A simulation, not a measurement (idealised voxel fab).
The name of this process module is voxel self aligned vias.
Shown is cross-section cut, with a width of 225 nm and square cells of size 5 nm.
For the purposes of this document, a cross-section shall be understood as a grid of square cells, specified as bands listed in top-to-bottom order, each band consisting of one or more rows of cells.
Look at the band entry: it leads with the top's height and the bottom's height in nm. Then it lists the materials left to right, with a width in nm for each. The word "edge to edge" on a single material says that material fills the band edge to edge. The word "blank" is empty space.
Convention: height 0 is the level below which the wafer, as received, is all one material. The lowest band does not terminate at the bottom but continues downward, represented as "top 0, no bottom".
Note: "30 to 40" means the width goes from the first number (top row of the band) to the second number (bottom row) in equal steps per row of cells.
No cell of the cross-section changed in a step that is given as "no alteration".
Basically, "Non-vented voids" tells you about the enclosed voids: empty spaces with no open way to the top, 8 cells or bigger, each written width x height at distance, where distance is from the left edge, all in nm.
That trailing text on a step's line, after the settings, is the simulator's own remark on the step.
The "overlay nm" setting may appear on a step's line; for a step that uses a mask, it gives how far to the right of its planned position the mask lay, and a negative value indicates the left.
Each pair of cross-sections that follows straddles one process step: the one shows the state before the step, the other the state after it, down to the lowest band that changed and no further. The step in question, and its settings, are given under the pair. Note that a pair is not necessarily a continuation of the pair above it, since pairs can come from different runs of this module on the same starting wafer; it is a continuation only where its entry headed "Pre-process" says so.

PRE-PROCESS
* top 0, no bottom: Si edge to edge
* Non-vented voids: none

CUT VIEW, POST-STEP
* top 10, bottom 0: SiO2 edge to edge
* For the remainder of the cross-section, below 0, there is no change.
* Non-vented voids: none
Quick note on the step between the two cross-sections above: CONFORMAL_DEP,material SiO2,thk nm 10

Pre-process: check the pair just above; its after cross-section is our before state.

CUT VIEW, POST-STEP
* top 15, bottom 10: SiCN edge to edge
* For the remainder of the cross-section, below 10, there is no change.
* Non-vented voids: none
Quick note on the step between the two cross-sections above: CONFORMAL_DEP,material SiCN,thk nm 5

Pre-process: check the pair just above; its after cross-section is our before state.

CUT VIEW, POST-STEP
* top 35, bottom 15: SiO2 edge to edge
* For the remainder of the cross-section, below 15, there is no change.
* Non-vented voids: none
Quick note on the step between the two cross-sections above: DIRECTIONAL_DEP,material SiO2,thk nm 20

Pre-process: check the pair just above; its after cross-section is our before state.

CUT VIEW, POST-STEP
* top 50, bottom 35: resist (30)  blank (30)  resist (35)  blank (30)  resist (35)  blank (30)  resist (35)
* For the remainder of the cross-section, below 35, there is no change.
* Non-vented voids: none
Quick note on the step between the two cross-sections above: PATTERN,tone open,mask id LINES,material resist,width nm 30,pitch nm 65,thk nm 15,overlay nm 0

Pre-process: check the pair just above; its after cross-section is our before state.

CUT VIEW, POST-STEP
* top 50, bottom 35: resist (30)  blank (30)  resist (35)  blank (30)  resist (35)  blank (30)  resist (35)
* top 35, bottom 15: SiO2 (30)  blank (30)  SiO2 (35)  blank (30)  SiO2 (35)  blank (30)  SiO2 (35)
* For the remainder of the cross-section, below 15, there is no change.
* Non-vented voids: none
Quick note on the step between the two cross-sections above: DIRECTIONAL_ETCH,etch materials SiO2,depth nm 20

Pre-process: check the pair just above; its after cross-section is our before state.

CUT VIEW, POST-STEP
* top 35, bottom 15: SiO2 (30)  blank (30)  SiO2 (35)  blank (30)  SiO2 (35)  blank (30)  SiO2 (35)
* For the remainder of the cross-section, below 15, there is no change.
* Non-vented voids: none
Quick note on the step between the two cross-sections above: STRIP,etch materials resist

Pre-process: check the pair just above; its after cross-section is our before state.

CUT VIEW, POST-STEP
* top 40, bottom 35: TiN (35)  blank (20)  TiN (45)  blank (20)  TiN (45)  blank (20)  TiN (40)
* top 35, bottom 20: SiO2 (30)  TiN (5)  blank (20)  TiN (5)  SiO2 (35)  TiN (5)  blank (20)  TiN (5)  SiO2 (35)  TiN (5)  blank (20)  TiN (5)  SiO2 (35)
* top 20, bottom 15: SiO2 (30)  TiN (30)  SiO2 (35)  TiN (30)  SiO2 (35)  TiN (30)  SiO2 (35)
* For the remainder of the cross-section, below 15, there is no change.
* Non-vented voids: none
Quick note on the step between the two cross-sections above: CONFORMAL_DEP,material TiN,thk nm 5

Pre-process: check the pair just above; its after cross-section is our before state.

CUT VIEW, POST-STEP
* top 50, bottom 40: Ru edge to edge
* top 40, bottom 35: TiN (35)  Ru (20)  TiN (45)  Ru (20)  TiN (45)  Ru (20)  TiN (40)
* top 35, bottom 20: SiO2 (30)  TiN (5)  Ru (20)  TiN (5)  SiO2 (35)  TiN (5)  Ru (20)  TiN (5)  SiO2 (35)  TiN (5)  Ru (20)  TiN (5)  SiO2 (35)
* For the remainder of the cross-section, below 20, there is no change.
* Non-vented voids: none
Quick note on the step between the two cross-sections above: FILL_DEP,material Ru,thk nm 10

Pre-process: check the pair just above; its after cross-section is our before state.

CUT VIEW, POST-STEP
* top 35, bottom 20: SiO2 (30)  TiN (5)  Ru (20)  TiN (5)  SiO2 (35)  TiN (5)  Ru (20)  TiN (5)  SiO2 (35)  TiN (5)  Ru (20)  TiN (5)  SiO2 (35)
* For the remainder of the cross-section, below 20, there is no change.
* Non-vented voids: none
Quick note on the step between the two cross-sections above: CMP,height nm 35

Pre-process: check the pair just above; its after cross-section is our before state.

CUT VIEW, POST-STEP
* top 35, bottom 30: SiO2 (30)  blank (30)  SiO2 (35)  blank (30)  SiO2 (35)  blank (30)  SiO2 (35)
* For the remainder of the cross-section, below 30, there is no change.
* Non-vented voids: none
Quick note on the step between the two cross-sections above: SELECTIVE_ETCH,etch materials W Ru TiN,depth nm 5

Pre-process: check the pair just above; its after cross-section is our before state.

CUT VIEW, POST-STEP
* top 40, bottom 35: SiN edge to edge
* top 35, bottom 30: SiO2 (30)  SiN (30)  SiO2 (35)  SiN (30)  SiO2 (35)  SiN (30)  SiO2 (35)
* For the remainder of the cross-section, below 30, there is no change.
* Non-vented voids: none
Quick note on the step between the two cross-sections above: FILL_DEP,material SiN,thk nm 5

Pre-process: check the pair just above; its after cross-section is our before state.

CUT VIEW, POST-STEP
* top 35, bottom 30: SiO2 (30)  SiN (30)  SiO2 (35)  SiN (30)  SiO2 (35)  SiN (30)  SiO2 (35)
* For the remainder of the cross-section, below 30, there is no change.
* Non-vented voids: none
Quick note on the step between the two cross-sections above: CMP,height nm 35

Pre-process: check the pair just above; its after cross-section is our before state.

CUT VIEW, POST-STEP
* top 50, bottom 35: SiO2 edge to edge
* For the remainder of the cross-section, below 35, there is no change.
* Non-vented voids: none
Quick note on the step between the two cross-sections above: DIRECTIONAL_DEP,material SiO2,thk nm 15

Pre-process: check the pair just above; its after cross-section is our before state.

CUT VIEW, POST-STEP
* top 65, bottom 50: resist (25)  blank (40)  resist (25)  blank (40)  resist (25)  blank (40)  resist (30)
* For the remainder of the cross-section, below 50, there is no change.
* Non-vented voids: none
Quick note on the step between the two cross-sections above: PATTERN,tone open,mask id VIAS,material resist,width nm 40,pitch nm 65,thk nm 15,overlay nm 0

Pre-process: check the pair just above; its after cross-section is our before state.

CUT VIEW, POST-STEP
* top 65, bottom 50: resist (25)  blank (40)  resist (25)  blank (40)  resist (25)  blank (40)  resist (30)
* top 50, bottom 35: SiO2 (25)  blank (40)  SiO2 (25)  blank (40)  SiO2 (25)  blank (40)  SiO2 (30)
* For the remainder of the cross-section, below 35, there is no change.
* Non-vented voids: none
Quick note on the step between the two cross-sections above: DIRECTIONAL_ETCH,etch materials SiO2,depth nm 15

Pre-process: check the pair just above; its after cross-section is our before state.

CUT VIEW, POST-STEP
* top 65, bottom 50: resist (25)  blank (40)  resist (25)  blank (40)  resist (25)  blank (40)  resist (30)
* top 50, bottom 35: SiO2 (25)  blank (40)  SiO2 (25)  blank (40)  SiO2 (25)  blank (40)  SiO2 (30)
* top 35, bottom 30: SiO2 (30)  blank (30)  SiO2 (35)  blank (30)  SiO2 (35)  blank (30)  SiO2 (35)
* For the remainder of the cross-section, below 30, there is no change.
* Non-vented voids: none
Quick note on the step between the two cross-sections above: DIRECTIONAL_ETCH,etch materials SiN,depth nm 5

Pre-process: check the pair just above; its after cross-section is our before state.

CUT VIEW, POST-STEP
* top 50, bottom 35: SiO2 (25)  blank (40)  SiO2 (25)  blank (40)  SiO2 (25)  blank (40)  SiO2 (30)
* For the remainder of the cross-section, below 35, there is no change.
* Non-vented voids: none
Quick note on the step between the two cross-sections above: STRIP,etch materials resist

Pre-process: check the pair just above; its after cross-section is our before state.

CUT VIEW, POST-STEP
* top 55, bottom 50: TiN (30)  blank (30)  TiN (35)  blank (30)  TiN (35)  blank (30)  TiN (35)
* top 50, bottom 40: SiO2 (25)  TiN (5)  blank (30)  TiN (5)  SiO2 (25)  TiN (5)  blank (30)  TiN (5)  SiO2 (25)  TiN (5)  blank (30)  TiN (5)  SiO2 (30)
* top 40, bottom 35: SiO2 (25)  TiN (10)  blank (20)  TiN (10)  SiO2 (25)  TiN (10)  blank (20)  TiN (10)  SiO2 (25)  TiN (10)  blank (20)  TiN (10)  SiO2 (30)
* top 35, bottom 30: SiO2 (30)  TiN (30)  SiO2 (35)  TiN (30)  SiO2 (35)  TiN (30)  SiO2 (35)
* For the remainder of the cross-section, below 30, there is no change.
* Non-vented voids: none
Quick note on the step between the two cross-sections above: CONFORMAL_DEP,material TiN,thk nm 5

Pre-process: check the pair just above; its after cross-section is our before state.

CUT VIEW, POST-STEP
* top 60, bottom 55: Cu edge to edge
* top 55, bottom 50: TiN (30)  Cu (30)  TiN (35)  Cu (30)  TiN (35)  Cu (30)  TiN (35)
* top 50, bottom 40: SiO2 (25)  TiN (5)  Cu (30)  TiN (5)  SiO2 (25)  TiN (5)  Cu (30)  TiN (5)  SiO2 (25)  TiN (5)  Cu (30)  TiN (5)  SiO2 (30)
* top 40, bottom 35: SiO2 (25)  TiN (10)  Cu (20)  TiN (10)  SiO2 (25)  TiN (10)  Cu (20)  TiN (10)  SiO2 (25)  TiN (10)  Cu (20)  TiN (10)  SiO2 (30)
* For the remainder of the cross-section, below 35, there is no change.
* Non-vented voids: none
Quick note on the step between the two cross-sections above: FILL_DEP,material Cu,thk nm 5

Pre-process: check the pair just above; its after cross-section is our before state.

CUT VIEW, POST-STEP
* top 50, bottom 40: SiO2 (25)  TiN (5)  Cu (30)  TiN (5)  SiO2 (25)  TiN (5)  Cu (30)  TiN (5)  SiO2 (25)  TiN (5)  Cu (30)  TiN (5)  SiO2 (30)
* For the remainder of the cross-section, below 40, there is no change.
* Non-vented voids: none
Quick note on the step between the two cross-sections above: CMP,height nm 50

Pre-process: check the pair just above; its after cross-section is our before state.

CUT VIEW, POST-STEP
* top 55, bottom 50: SiCN edge to edge
* For the remainder of the cross-section, below 50, there is no change.
* Non-vented voids: none
Quick note on the step between the two cross-sections above: CONFORMAL_DEP,material SiCN,thk nm 5

PRE-PROCESS
* top 10, bottom 0: SiO2 edge to edge
* top 0, no bottom: Si edge to edge
* Non-vented voids: none

CUT VIEW, POST-STEP
* top 30, bottom 0: SiO2 edge to edge
* For the remainder of the cross-section, below 0, there is no change.
* Non-vented voids: none
Quick note on the step between the two cross-sections above: DIRECTIONAL_DEP,material SiO2,thk nm 20

Pre-process: check the pair just above; its after cross-section is our before state.

CUT VIEW, POST-STEP
* top 45, bottom 30: resist (30)  blank (30)  resist (35)  blank (30)  resist (35)  blank (30)  resist (35)
* For the remainder of the cross-section, below 30, there is no change.
* Non-vented voids: none
Quick note on the step between the two cross-sections above: PATTERN,tone open,mask id LINES,material resist,width nm 30,pitch nm 65,thk nm 15,overlay nm 0

Pre-process: check the pair just above; its after cross-section is our before state.

CUT VIEW, POST-STEP
* top 45, bottom 30: resist (30)  blank (30)  resist (35)  blank (30)  resist (35)  blank (30)  resist (35)
* top 30, bottom 10: SiO2 (30)  blank (30)  SiO2 (35)  blank (30)  SiO2 (35)  blank (30)  SiO2 (35)
* For the remainder of the cross-section, below 10, there is no change.
* Non-vented voids: none
Quick note on the step between the two cross-sections above: DIRECTIONAL_ETCH,etch materials SiO2,depth nm 20

Pre-process: check the pair just above; its after cross-section is our before state.

CUT VIEW, POST-STEP
* top 30, bottom 10: SiO2 (30)  blank (30)  SiO2 (35)  blank (30)  SiO2 (35)  blank (30)  SiO2 (35)
* For the remainder of the cross-section, below 10, there is no change.
* Non-vented voids: none
Quick note on the step between the two cross-sections above: STRIP,etch materials resist

Pre-process: check the pair just above; its after cross-section is our before state.

CUT VIEW, POST-STEP
* top 35, bottom 30: TiN (35)  blank (20)  TiN (45)  blank (20)  TiN (45)  blank (20)  TiN (40)
* top 30, bottom 15: SiO2 (30)  TiN (5)  blank (20)  TiN (5)  SiO2 (35)  TiN (5)  blank (20)  TiN (5)  SiO2 (35)  TiN (5)  blank (20)  TiN (5)  SiO2 (35)
* top 15, bottom 10: SiO2 (30)  TiN (30)  SiO2 (35)  TiN (30)  SiO2 (35)  TiN (30)  SiO2 (35)
* For the remainder of the cross-section, below 10, there is no change.
* Non-vented voids: none
Quick note on the step between the two cross-sections above: CONFORMAL_DEP,material TiN,thk nm 5

Pre-process: check the pair just above; its after cross-section is our before state.

CUT VIEW, POST-STEP
* top 45, bottom 35: Ru edge to edge
* top 35, bottom 30: TiN (35)  Ru (20)  TiN (45)  Ru (20)  TiN (45)  Ru (20)  TiN (40)
* top 30, bottom 15: SiO2 (30)  TiN (5)  Ru (20)  TiN (5)  SiO2 (35)  TiN (5)  Ru (20)  TiN (5)  SiO2 (35)  TiN (5)  Ru (20)  TiN (5)  SiO2 (35)
* For the remainder of the cross-section, below 15, there is no change.
* Non-vented voids: none
Quick note on the step between the two cross-sections above: FILL_DEP,material Ru,thk nm 10

Pre-process: check the pair just above; its after cross-section is our before state.

CUT VIEW, POST-STEP
* top 35, bottom 30: TiN (35)  Ru (20)  TiN (45)  Ru (20)  TiN (45)  Ru (20)  TiN (40)
* For the remainder of the cross-section, below 30, there is no change.
* Non-vented voids: none
Quick note on the step between the two cross-sections above: CMP,height nm 35

Pre-process: check the pair just above; its after cross-section is our before state.

CUT VIEW, POST-STEP
* top 30, bottom 15: SiO2 (30)  TiN (5)  Ru (20)  TiN (5)  SiO2 (35)  TiN (5)  Ru (20)  TiN (5)  SiO2 (35)  TiN (5)  Ru (20)  TiN (5)  SiO2 (35)
* For the remainder of the cross-section, below 15, there is no change.
* Non-vented voids: none
Quick note on the step between the two cross-sections above: SELECTIVE_ETCH,etch materials W Ru TiN,depth nm 5

Pre-process: check the pair just above; its after cross-section is our before state.

CUT VIEW, POST-STEP
* top 35, bottom 30: SiN edge to edge
* For the remainder of the cross-section, below 30, there is no change.
* Non-vented voids: none
Quick note on the step between the two cross-sections above: FILL_DEP,material SiN,thk nm 5

Pre-process: check the pair just above; its after cross-section is our before state.

CUT VIEW, POST-STEP
* top 50, bottom 35: SiO2 edge to edge
* For the remainder of the cross-section, below 35, there is no change.
* Non-vented voids: none
Quick note on the step between the two cross-sections above: DIRECTIONAL_DEP,material SiO2,thk nm 15

Pre-process: check the pair just above; its after cross-section is our before state.

CUT VIEW, POST-STEP
* top 65, bottom 50: resist (25)  blank (40)  resist (25)  blank (40)  resist (25)  blank (40)  resist (30)
* For the remainder of the cross-section, below 50, there is no change.
* Non-vented voids: none
Quick note on the step between the two cross-sections above: PATTERN,tone open,mask id VIAS,material resist,width nm 40,pitch nm 65,thk nm 15,overlay nm 0

Pre-process: check the pair just above; its after cross-section is our before state.

CUT VIEW, POST-STEP
* top 65, bottom 50: resist (25)  blank (40)  resist (25)  blank (40)  resist (25)  blank (40)  resist (30)
* top 50, bottom 35: SiO2 (25)  blank (40)  SiO2 (25)  blank (40)  SiO2 (25)  blank (40)  SiO2 (30)
* For the remainder of the cross-section, below 35, there is no change.
* Non-vented voids: none
Quick note on the step between the two cross-sections above: DIRECTIONAL_ETCH,etch materials SiO2,depth nm 15

Pre-process: check the pair just above; its after cross-section is our before state.

CUT VIEW, POST-STEP
* top 65, bottom 50: resist (25)  blank (40)  resist (25)  blank (40)  resist (25)  blank (40)  resist (30)
* top 50, bottom 35: SiO2 (25)  blank (40)  SiO2 (25)  blank (40)  SiO2 (25)  blank (40)  SiO2 (30)
* top 35, bottom 30: SiN (25)  blank (40)  SiN (25)  blank (40)  SiN (25)  blank (40)  SiN (30)
* For the remainder of the cross-section, below 30, there is no change.
* Non-vented voids: none
Quick note on the step between the two cross-sections above: DIRECTIONAL_ETCH,etch materials SiN,depth nm 5

Pre-process: check the pair just above; its after cross-section is our before state.

CUT VIEW, POST-STEP
* top 50, bottom 35: SiO2 (25)  blank (40)  SiO2 (25)  blank (40)  SiO2 (25)  blank (40)  SiO2 (30)
* For the remainder of the cross-section, below 35, there is no change.
* Non-vented voids: none
Quick note on the step between the two cross-sections above: STRIP,etch materials resist

Pre-process: check the pair just above; its after cross-section is our before state.

CUT VIEW, POST-STEP
* top 55, bottom 50: TiN (30)  blank (30)  TiN (35)  blank (30)  TiN (35)  blank (30)  TiN (35)
* top 50, bottom 35: SiO2 (25)  TiN (5)  blank (30)  TiN (5)  SiO2 (25)  TiN (5)  blank (30)  TiN (5)  SiO2 (25)  TiN (5)  blank (30)  TiN (5)  SiO2 (30)
* top 35, bottom 30: SiN (25)  TiN (40)  SiN (25)  TiN (40)  SiN (25)  TiN (40)  SiN (30)
* For the remainder of the cross-section, below 30, there is no change.
* Non-vented voids: none
Quick note on the step between the two cross-sections above: CONFORMAL_DEP,material TiN,thk nm 5

Pre-process: check the pair just above; its after cross-section is our before state.

CUT VIEW, POST-STEP
* top 60, bottom 55: Cu edge to edge
* top 55, bottom 50: TiN (30)  Cu (30)  TiN (35)  Cu (30)  TiN (35)  Cu (30)  TiN (35)
* top 50, bottom 35: SiO2 (25)  TiN (5)  Cu (30)  TiN (5)  SiO2 (25)  TiN (5)  Cu (30)  TiN (5)  SiO2 (25)  TiN (5)  Cu (30)  TiN (5)  SiO2 (30)
* For the remainder of the cross-section, below 35, there is no change.
* Non-vented voids: none
Quick note on the step between the two cross-sections above: FILL_DEP,material Cu,thk nm 5

Pre-process: check the pair just above; its after cross-section is our before state.

CUT VIEW, POST-STEP
* top 50, bottom 35: SiO2 (25)  TiN (5)  Cu (30)  TiN (5)  SiO2 (25)  TiN (5)  Cu (30)  TiN (5)  SiO2 (25)  TiN (5)  Cu (30)  TiN (5)  SiO2 (30)
* For the remainder of the cross-section, below 35, there is no change.
* Non-vented voids: none
Quick note on the step between the two cross-sections above: CMP,height nm 50

Pre-process: check the pair just above; its after cross-section is our before state.

CUT VIEW, POST-STEP
* top 55, bottom 50: SiCN edge to edge
* For the remainder of the cross-section, below 50, there is no change.
* Non-vented voids: none
Quick note on the step between the two cross-sections above: CONFORMAL_DEP,material SiCN,thk nm 5

PRE-PROCESS
* top 65, bottom 50: resist (25)  blank (40)  resist (25)  blank (40)  resist (25)  blank (40)  resist (30)
* top 50, bottom 35: SiO2 (25)  blank (40)  SiO2 (25)  blank (40)  SiO2 (25)  blank (40)  SiO2 (30)
* top 35, bottom 30: SiO2 (30)  SiN (30)  SiO2 (35)  SiN (30)  SiO2 (35)  SiN (30)  SiO2 (35)
* top 30, bottom 20: SiO2 (30)  TiN (5)  Ru (20)  TiN (5)  SiO2 (35)  TiN (5)  Ru (20)  TiN (5)  SiO2 (35)  TiN (5)  Ru (20)  TiN (5)  SiO2 (35)
* top 20, bottom 15: SiO2 (30)  TiN (30)  SiO2 (35)  TiN (30)  SiO2 (35)  TiN (30)  SiO2 (35)
* top 15, bottom 10: SiCN edge to edge
* top 10, bottom 0: SiO2 edge to edge
* top 0, no bottom: Si edge to edge
* Non-vented voids: none

CUT VIEW, POST-STEP
* top 65, bottom 50: resist (25)  blank (40)  resist (25)  blank (40)  resist (25)  blank (40)  resist (30)
* top 50, bottom 35: SiO2 (25)  blank (40)  SiO2 (25)  blank (40)  SiO2 (25)  blank (40)  SiO2 (30)
* top 35, bottom 30: SiO2 (25)  blank (5)  SiN (30)  blank (5)  SiO2 (25)  blank (5)  SiN (30)  blank (5)  SiO2 (25)  blank (5)  SiN (30)  blank (5)  SiO2 (30)
* top 30, bottom 20: SiO2 (25)  blank (5)  TiN (5)  Ru (20)  TiN (5)  blank (5)  SiO2 (25)  blank (5)  TiN (5)  Ru (20)  TiN (5)  blank (5)  SiO2 (25)  blank (5)  TiN (5)  Ru (20)  TiN (5)  blank (5)  SiO2 (30)
* For the remainder of the cross-section, below 20, there is no change.
* Non-vented voids: none
Quick note on the step between the two cross-sections above: DIRECTIONAL_ETCH,etch materials SiO2,depth nm 15

Pre-process: check the pair just above; its after cross-section is our before state.

CUT VIEW, POST-STEP
* top 65, bottom 50: resist (25)  blank (40)  resist (25)  blank (40)  resist (25)  blank (40)  resist (30)
* top 50, bottom 30: SiO2 (25)  blank (40)  SiO2 (25)  blank (40)  SiO2 (25)  blank (40)  SiO2 (30)
* For the remainder of the cross-section, below 30, there is no change.
* Non-vented voids: none
Quick note on the step between the two cross-sections above: DIRECTIONAL_ETCH,etch materials SiN,depth nm 5

Pre-process: check the pair just above; its after cross-section is our before state.

CUT VIEW, POST-STEP
* top 50, bottom 30: SiO2 (25)  blank (40)  SiO2 (25)  blank (40)  SiO2 (25)  blank (40)  SiO2 (30)
* For the remainder of the cross-section, below 30, there is no change.
* Non-vented voids: none
Quick note on the step between the two cross-sections above: STRIP,etch materials resist

Pre-process: check the pair just above; its after cross-section is our before state.

CUT VIEW, POST-STEP
* top 55, bottom 50: TiN (30)  blank (30)  TiN (35)  blank (30)  TiN (35)  blank (30)  TiN (35)
* top 50, bottom 35: SiO2 (25)  TiN (5)  blank (30)  TiN (5)  SiO2 (25)  TiN (5)  blank (30)  TiN (5)  SiO2 (25)  TiN (5)  blank (30)  TiN (5)  SiO2 (30)
* top 35, bottom 30: SiO2 (25)  TiN (40)  SiO2 (25)  TiN (40)  SiO2 (25)  TiN (40)  SiO2 (30)
* top 30, bottom 20: SiO2 (25)  TiN (10)  Ru (20)  TiN (10)  SiO2 (25)  TiN (10)  Ru (20)  TiN (10)  SiO2 (25)  TiN (10)  Ru (20)  TiN (10)  SiO2 (30)
* For the remainder of the cross-section, below 20, there is no change.
* Non-vented voids: none
Quick note on the step between the two cross-sections above: CONFORMAL_DEP,material TiN,thk nm 5

Pre-process: check the pair just above; its after cross-section is our before state.

CUT VIEW, POST-STEP
* top 60, bottom 55: Cu edge to edge
* top 55, bottom 50: TiN (30)  Cu (30)  TiN (35)  Cu (30)  TiN (35)  Cu (30)  TiN (35)
* top 50, bottom 35: SiO2 (25)  TiN (5)  Cu (30)  TiN (5)  SiO2 (25)  TiN (5)  Cu (30)  TiN (5)  SiO2 (25)  TiN (5)  Cu (30)  TiN (5)  SiO2 (30)
* For the remainder of the cross-section, below 35, there is no change.
* Non-vented voids: none
Quick note on the step between the two cross-sections above: FILL_DEP,material Cu,thk nm 5

Pre-process: check the pair just above; its after cross-section is our before state.

CUT VIEW, POST-STEP
* top 50, bottom 35: SiO2 (25)  TiN (5)  Cu (30)  TiN (5)  SiO2 (25)  TiN (5)  Cu (30)  TiN (5)  SiO2 (25)  TiN (5)  Cu (30)  TiN (5)  SiO2 (30)
* For the remainder of the cross-section, below 35, there is no change.
* Non-vented voids: none
Quick note on the step between the two cross-sections above: CMP,height nm 50

Pre-process: check the pair just above; its after cross-section is our before state.

CUT VIEW, POST-STEP
* top 55, bottom 50: SiCN edge to edge
* For the remainder of the cross-section, below 50, there is no change.
* Non-vented voids: none
Quick note on the step between the two cross-sections above: CONFORMAL_DEP,material SiCN,thk nm 5

PRE-PROCESS
* top 30, bottom 0: SiO2 edge to edge
* top 0, no bottom: Si edge to edge
* Non-vented voids: none

CUT VIEW, POST-STEP
* top 35, bottom 30: SiCN edge to edge
* For the remainder of the cross-section, below 30, there is no change.
* Non-vented voids: none
Quick note on the step between the two cross-sections above: CONFORMAL_DEP,material SiCN,thk nm 5

Pre-process: check the pair just above; its after cross-section is our before state.

CUT VIEW, POST-STEP
* top 50, bottom 35: resist (30)  blank (30)  resist (35)  blank (30)  resist (35)  blank (30)  resist (35)
* For the remainder of the cross-section, below 35, there is no change.
* Non-vented voids: none
Quick note on the step between the two cross-sections above: PATTERN,tone open,mask id LINES,material resist,width nm 30,pitch nm 65,thk nm 15,overlay nm 0

Pre-process: check the pair just above; its after cross-section is our before state.

CUT VIEW, POST-STEP
* top 35, bottom 30: SiCN edge to edge
* For the remainder of the cross-section, below 30, there is no change.
* Non-vented voids: none
Quick note on the step between the two cross-sections above: STRIP,etch materials resist

Pre-process: check the pair just above; its after cross-section is our before state.

CUT VIEW, POST-STEP
* top 40, bottom 35: TiN edge to edge
* For the remainder of the cross-section, below 35, there is no change.
* Non-vented voids: none
Quick note on the step between the two cross-sections above: CONFORMAL_DEP,material TiN,thk nm 5

Pre-process: check the pair just above; its after cross-section is our before state.

CUT VIEW, POST-STEP
* top 50, bottom 40: Ru edge to edge
* For the remainder of the cross-section, below 40, there is no change.
* Non-vented voids: none
Quick note on the step between the two cross-sections above: FILL_DEP,material Ru,thk nm 10

Pre-process: check the pair just above; its after cross-section is our before state.

CUT VIEW, POST-STEP
* top 35, bottom 30: SiCN edge to edge
* For the remainder of the cross-section, below 30, there is no change.
* Non-vented voids: none
Quick note on the step between the two cross-sections above: CMP,height nm 35

Pre-process: check the pair just above; its after cross-section is our before state.

CUT VIEW, POST-STEP
* top 40, bottom 35: SiN edge to edge
* For the remainder of the cross-section, below 35, there is no change.
* Non-vented voids: none
Quick note on the step between the two cross-sections above: FILL_DEP,material SiN,thk nm 5

Pre-process: check the pair just above; its after cross-section is our before state.

CUT VIEW, POST-STEP
* top 35, bottom 30: SiCN edge to edge
* For the remainder of the cross-section, below 30, there is no change.
* Non-vented voids: none
Quick note on the step between the two cross-sections above: CMP,height nm 35

Pre-process: check the pair just above; its after cross-section is our before state.

CUT VIEW, POST-STEP
* top 50, bottom 35: SiO2 edge to edge
* For the remainder of the cross-section, below 35, there is no change.
* Non-vented voids: none
Quick note on the step between the two cross-sections above: DIRECTIONAL_DEP,material SiO2,thk nm 15

Pre-process: check the pair just above; its after cross-section is our before state.

CUT VIEW, POST-STEP
* top 65, bottom 50: resist (25)  blank (40)  resist (25)  blank (40)  resist (25)  blank (40)  resist (30)
* For the remainder of the cross-section, below 50, there is no change.
* Non-vented voids: none
Quick note on the step between the two cross-sections above: PATTERN,tone open,mask id VIAS,material resist,width nm 40,pitch nm 65,thk nm 15,overlay nm 0

Pre-process: check the pair just above; its after cross-section is our before state.

CUT VIEW, POST-STEP
* top 65, bottom 50: resist (25)  blank (40)  resist (25)  blank (40)  resist (25)  blank (40)  resist (30)
* top 50, bottom 35: SiO2 (25)  blank (40)  SiO2 (25)  blank (40)  SiO2 (25)  blank (40)  SiO2 (30)
* For the remainder of the cross-section, below 35, there is no change.
* Non-vented voids: none
Quick note on the step between the two cross-sections above: DIRECTIONAL_ETCH,etch materials SiO2,depth nm 15

Pre-process: check the pair just above; its after cross-section is our before state.

CUT VIEW, POST-STEP
* top 50, bottom 35: SiO2 (25)  blank (40)  SiO2 (25)  blank (40)  SiO2 (25)  blank (40)  SiO2 (30)
* For the remainder of the cross-section, below 35, there is no change.
* Non-vented voids: none
Quick note on the step between the two cross-sections above: STRIP,etch materials resist

Pre-process: check the pair just above; its after cross-section is our before state.

CUT VIEW, POST-STEP
* top 55, bottom 50: TiN (30)  blank (30)  TiN (35)  blank (30)  TiN (35)  blank (30)  TiN (35)
* top 50, bottom 40: SiO2 (25)  TiN (5)  blank (30)  TiN (5)  SiO2 (25)  TiN (5)  blank (30)  TiN (5)  SiO2 (25)  TiN (5)  blank (30)  TiN (5)  SiO2 (30)
* top 40, bottom 35: SiO2 (25)  TiN (40)  SiO2 (25)  TiN (40)  SiO2 (25)  TiN (40)  SiO2 (30)
* For the remainder of the cross-section, below 35, there is no change.
* Non-vented voids: none
Quick note on the step between the two cross-sections above: CONFORMAL_DEP,material TiN,thk nm 5

Pre-process: check the pair just above; its after cross-section is our before state.

CUT VIEW, POST-STEP
* top 60, bottom 55: Cu edge to edge
* top 55, bottom 50: TiN (30)  Cu (30)  TiN (35)  Cu (30)  TiN (35)  Cu (30)  TiN (35)
* top 50, bottom 40: SiO2 (25)  TiN (5)  Cu (30)  TiN (5)  SiO2 (25)  TiN (5)  Cu (30)  TiN (5)  SiO2 (25)  TiN (5)  Cu (30)  TiN (5)  SiO2 (30)
* For the remainder of the cross-section, below 40, there is no change.
* Non-vented voids: none
Quick note on the step between the two cross-sections above: FILL_DEP,material Cu,thk nm 5

Pre-process: check the pair just above; its after cross-section is our before state.

CUT VIEW, POST-STEP
* top 50, bottom 40: SiO2 (25)  TiN (5)  Cu (30)  TiN (5)  SiO2 (25)  TiN (5)  Cu (30)  TiN (5)  SiO2 (25)  TiN (5)  Cu (30)  TiN (5)  SiO2 (30)
* For the remainder of the cross-section, below 40, there is no change.
* Non-vented voids: none
Quick note on the step between the two cross-sections above: CMP,height nm 50

Pre-process: check the pair just above; its after cross-section is our before state.

CUT VIEW, POST-STEP
* top 55, bottom 50: SiCN edge to edge
* For the remainder of the cross-section, below 50, there is no change.
* Non-vented voids: none
Quick note on the step between the two cross-sections above: CONFORMAL_DEP,material SiCN,thk nm 5

PRE-PROCESS
* top 0, no bottom: Si edge to edge
* Non-vented voids: none

CUT VIEW, POST-STEP
* top 15, bottom 0: SiO2 edge to edge
* For the remainder of the cross-section, below 0, there is no change.
* Non-vented voids: none
Quick note on the step between the two cross-sections above: CONFORMAL_DEP,material SiO2,thk nm 15

Pre-process: check the pair just above; its after cross-section is our before state.

CUT VIEW, POST-STEP
* top 20, bottom 15: SiCN edge to edge
* For the remainder of the cross-section, below 15, there is no change.
* Non-vented voids: none
Quick note on the step between the two cross-sections above: CONFORMAL_DEP,material SiCN,thk nm 5

Pre-process: check the pair just above; its after cross-section is our before state.

CUT VIEW, POST-STEP
* top 40, bottom 20: SiO2 edge to edge
* For the remainder of the cross-section, below 20, there is no change.
* Non-vented voids: none
Quick note on the step between the two cross-sections above: DIRECTIONAL_DEP,material SiO2,thk nm 20
